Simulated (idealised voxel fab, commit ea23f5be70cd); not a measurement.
This section sets out a process module, namely voxel capacitor over wiring.
Cross-sectional view cut (width: 275 nm; square cell size: 5 nm).
Cross-sections here: square-cell grids, written as top-down lists of bands, a band being one or more rows of cells. The band entry comprises the height of the band's top followed by the height of its bottom, expressed in nm, and subsequently the band's materials from left to right, each stated together with its width in nm. Where a single material is marked with the word "edge to edge", that material fills the band from edge to edge. The word "blank" represents empty space. For the purposes of this specification, 0 denotes the height below which the wafer in its as-received condition is composed wholly of one material, and the lowermost band, lacking a lower limit, extends downward without end, as expressed in "0 and below". Think of "30->40" as a width that walks from the first number to the second as you go down the band, top row to bottom row, taking equal-sized steps from row to row. "remains unaltered" (step): cross-section cells unchanged, all of them. Heads up: "Closed void list" only lists the empty pockets with no open path to the top that are 8 cells or more, and it writes them as width x height at distance, distance from the left edge, in nm. after a step's settings: what the simulator itself notes on the step. Each step line may optionally specify "overlay nm", which for a step with a mask gives the rightward distance between the mask's planned place and where it lay, a negative value indicating the leftward direction.

**Below is the list of planned process steps**
1. RECEIVE | material Si
2. CONFORMAL_DEP | material SiO2 | thk nm 10
3. DIRECTIONAL_DEP | material TiN | thk nm 5
4. DIRECTIONAL_DEP | material W | thk nm 15
5. DIRECTIONAL_DEP | material aC | thk nm 15
6. PATTERN | tone cover | mask id METAL_1 | material resist | width nm 25 | pitch nm 80 | thk nm 35 | overlay nm 0
7. DIRECTIONAL_ETCH | etch materials aC | depth nm 15
8. STRIP | etch materials resist
9. DIRECTIONAL_ETCH | etch materials W | depth nm 15
10. DIRECTIONAL_ETCH | etch materials TiN | depth nm 5
11. STRIP | etch materials aC
12. CONFORMAL_DEP | material SiCN | thk nm 5
13. FILL_DEP | material SiO2 | thk nm 10
14. CMP | height nm 30
15. CONFORMAL_DEP | material SiCN | thk nm 5
16. DIRECTIONAL_DEP | material SiO2 | thk nm 10
17. MASKED_ETCH | tone open | mask id PLUG_1 | width nm 15 | etch materials SiO2 | depth nm 10 | overlay nm 0
18. MASKED_ETCH | tone open | mask id PLUG_1 | width nm 15 | etch materials SiCN | depth nm 5 | overlay nm 0
19. EPI | material Ru | thk nm 10
20. EPI | material Ru | thk nm 5
21. DIRECTIONAL_DEP | material TiN | thk nm 10
22. DIRECTIONAL_DEP | material HfO2 | thk nm 5
23. DIRECTIONAL_DEP | material TiN | thk nm 5
24. DIRECTIONAL_DEP | material aC | thk nm 15
25. PATTERN | tone cover | mask id UPPER_PLATE | material resist | width nm 60 | thk nm 30 | overlay nm 0
26. DIRECTIONAL_ETCH | etch materials aC | depth nm 15
27. STRIP | etch materials resist
28. DIRECTIONAL_ETCH | etch materials TiN | depth nm 5
29. DIRECTIONAL_ETCH | etch materials HfO2 | depth nm 5
30. STRIP | etch materials aC
31. MASKED_ETCH | tone cover | mask id LOWER_PLATE | width nm 70 | etch materials TiN | depth nm 10 | overlay nm 0
32. FILL_DEP | material SiO2 | thk nm 20
33. CMP | height nm 80
34. DIRECTIONAL_DEP | material aC | thk nm 10
35. PATTERN | tone open | mask id PLUG_2 | material resist | width nm 15 | thk nm 30 | overlay nm 0
36. DIRECTIONAL_ETCH | etch materials aC | depth nm 10
37. STRIP | etch materials resist
38. DIRECTIONAL_ETCH | etch materials SiO2 | depth nm 15
39. STRIP | etch materials aC
40. CONFORMAL_DEP | material TiN | thk nm 5
41. FILL_DEP | material W | thk nm 5
42. CMP | height nm 80
43. CONFORMAL_DEP | material SiCN | thk nm 5

**Cross-section of the wafer as it came to us, i.e., already through step 1**
- 0 and below  Si edge to edge
- Closed void list: none

**Post-module cross-section of the first of two wafers (run per plan)**
- 85 down to 80  SiCN edge to edge
- 80 down to 70  105 of SiO2, then 5 of TiN, then 5 of W, then 5 of TiN, then 155 of SiO2
- 70 down to 60  105->95 of SiO2, then 15->60 of TiN, then 155->120 of SiO2
- 60 down to 55  95 of SiO2, then 60 of HfO2, then 120 of SiO2
- 55 down to 45  90 of SiO2, then 70 of TiN, then 115 of SiO2
- 45 down to 35  95 of SiO2, then 15 of Ru, then 165 of SiO2
- 35 down to 30  95 of SiCN, then 15 of Ru, then 165 of SiCN
- 30 down to 15  80 of SiO2, then 5 of SiCN, then 25 of W, then 5 of SiCN, then 45 of SiO2, then 5 of SiCN, then 25 of W, then 5 of SiCN, then 80 of SiO2
- 15 down to 10  85 of SiCN, then 25 of TiN, then 55 of SiCN, then 25 of TiN, then 85 of SiCN
- 10 down to 0  SiO2 edge to edge
- 0 and below  Si edge to edge
- Closed void list: none

**Same start, same plan as the first wafer - but one mistake in the run. Cross-section of the second of the two at the end of the module**
- 85 down to 80  SiCN edge to edge
- 80 down to 70  105 of SiO2, then 5 of TiN, then 5 of W, then 5 of TiN, then 155 of SiO2
- 70 down to 60  105->95 of SiO2, then 15->60 of TiN, then 155->120 of SiO2
- 60 down to 55  95 of SiO2, then 60 of HfO2, then 120 of SiO2
- 55 down to 45  90 of SiO2, then 70 of TiN, then 115 of SiO2
- 45 down to 35  95 of SiO2, then 15 of Ru, then 165 of SiO2
- 35 down to 30  95 of SiCN, then 15 of Ru, then 165 of SiCN
- 30 down to 15  85 of SiO2, then 5 of SiCN, then 20 of W, then 5 of SiCN, then 50 of SiO2, then 5 of SiCN, then 20 of W, then 5 of SiCN, then 80 of SiO2
- 15 down to 10  90 of SiCN, then 20 of TiN, then 60 of SiCN, then 20 of TiN, then 85 of SiCN
- 10 down to 0  SiO2 edge to edge
- 0 and below  Si edge to edge
- Closed void list: none
The plan and the run diverged here: rather than as planned, step 6 actually ran as PATTERN | tone cover | mask id METAL_1 | material resist | width nm 20 | pitch nm 80 | thk nm 35 | overlay nm 0
Looking at both finished wafers in cells, the second ends up ahead of or behind the first on some materials: +2 SiCN | +6 SiO2 | -2 TiN | -6 W
